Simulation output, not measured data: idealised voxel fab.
process module | voxel self aligned vias
cross-section cut | 275 nm wide | cells 5 nm
A cross-section is a grid of square cells, given in bands from the top down. A band is one or more rows of cells.
Each band's line starts with the height of the band's top and of its bottom, in nm. Then come its materials from left to right, each with its width in nm. One material with "throughout" fills the band from edge to edge. "air" is empty space.
Height 0 is the level under which the wafer as received is all one material. The lowest band goes on downwards, as in "0 down".
A width such as "30 to 40" changes by the same amount from each row of cells to the next, from the band's top row to its bottom row.
"no change" after a step means that no cell of the cross-section changed.
closed voids: empty space of 8 cells or more with no open way to the top, each as width x height at its distance from the left edge, in nm
after a step's settings: what the simulator itself notes on the step
overlay nm, on a step with a mask: how far to the right of its planned place the mask lay; to the left if negative
plan
1 op RECEIVE | material Si
2 op CONFORMAL_DEP | material SiO2 | thk nm 15
3 op CONFORMAL_DEP | material SiCN | thk nm 5
4 op DIRECTIONAL_DEP | material SiO2 | thk nm 25
5 op DIRECTIONAL_DEP | material aC | thk nm 15
6 op PATTERN | tone open | mask id LINES | material resist | width nm 30 | pitch nm 70 | thk nm 30 | overlay nm 0
7 op DIRECTIONAL_ETCH | etch materials aC | depth nm 15
8 op STRIP | etch materials resist
9 op DIRECTIONAL_ETCH | etch materials SiO2 | depth nm 25
10 op STRIP | etch materials aC
11 op CONFORMAL_DEP | material TiN | thk nm 5
12 op FILL_DEP | material W | thk nm 5
13 op CMP | height nm 45
14 op SELECTIVE_ETCH | etch materials W Ru TiN | depth nm 10
15 op FILL_DEP | material SiN | thk nm 10
16 op CMP | height nm 45
17 op DIRECTIONAL_DEP | material SiO2 | thk nm 15
18 op PATTERN | tone open | mask id VIAS | material resist | width nm 40 | pitch nm 70 | thk nm 15 | overlay nm 0
19 op DIRECTIONAL_ETCH | etch materials SiO2 | depth nm 15
20 op DIRECTIONAL_ETCH | etch materials SiN | depth nm 10
21 op STRIP | etch materials resist
22 op CONFORMAL_DEP | material TiN | thk nm 5
23 op FILL_DEP | material Cu | thk nm 10
24 op CMP | height nm 60
25 op CONFORMAL_DEP | material SiCN | thk nm 5
as received, after step 1
  0 down: Si throughout
  closed voids: none
first wafer at the end, as planned
  65 to 60: SiCN throughout
  60 to 50: SiO2 80 | TiN 5 | Cu 30 | TiN 5 | SiO2 30 | TiN 5 | Cu 30 | TiN 5 | SiO2 85
  50 to 40: SiO2 80 to 85 | TiN 10 to 5 | Cu 20 | TiN 10 to 5 | SiO2 30 to 40 | TiN 10 to 5 | Cu 20 | TiN 10 to 5 | SiO2 85 to 90
  40 to 35: SiO2 85 | TiN 30 | SiO2 40 | TiN 30 | SiO2 90
  35 to 25: SiO2 85 | TiN 5 | W 20 | TiN 5 | SiO2 40 | TiN 5 | W 20 | TiN 5 | SiO2 90
  25 to 20: SiO2 85 | TiN 30 | SiO2 40 | TiN 30 | SiO2 90
  20 to 15: SiCN throughout
  15 to 0: SiO2 throughout
  0 down: Si throughout
  closed voids: none
second wafer at the end: like start, like plan, one mistake
  55 to 50: SiCN throughout
  50 to 40: SiO2 80 to 85 | TiN 10 to 5 | Cu 20 | TiN 10 to 5 | SiO2 30 to 40 | TiN 10 to 5 | Cu 20 | TiN 10 to 5 | SiO2 85 to 90
  40 to 35: SiO2 85 | TiN 30 | SiO2 40 | TiN 30 | SiO2 90
  35 to 25: SiO2 85 | TiN 5 | W 20 | TiN 5 | SiO2 40 | TiN 5 | W 20 | TiN 5 | SiO2 90
  25 to 20: SiO2 85 | TiN 30 | SiO2 40 | TiN 30 | SiO2 90
  20 to 15: SiCN throughout
  15 to 0: SiO2 throughout
  0 down: Si throughout
  closed voids: none
what went wrong: step 24 ran as: op CMP | height nm 50
at the end the second wafer has, in cells: 24 fewer of Cu | 78 fewer of SiO2 | 8 fewer of TiN
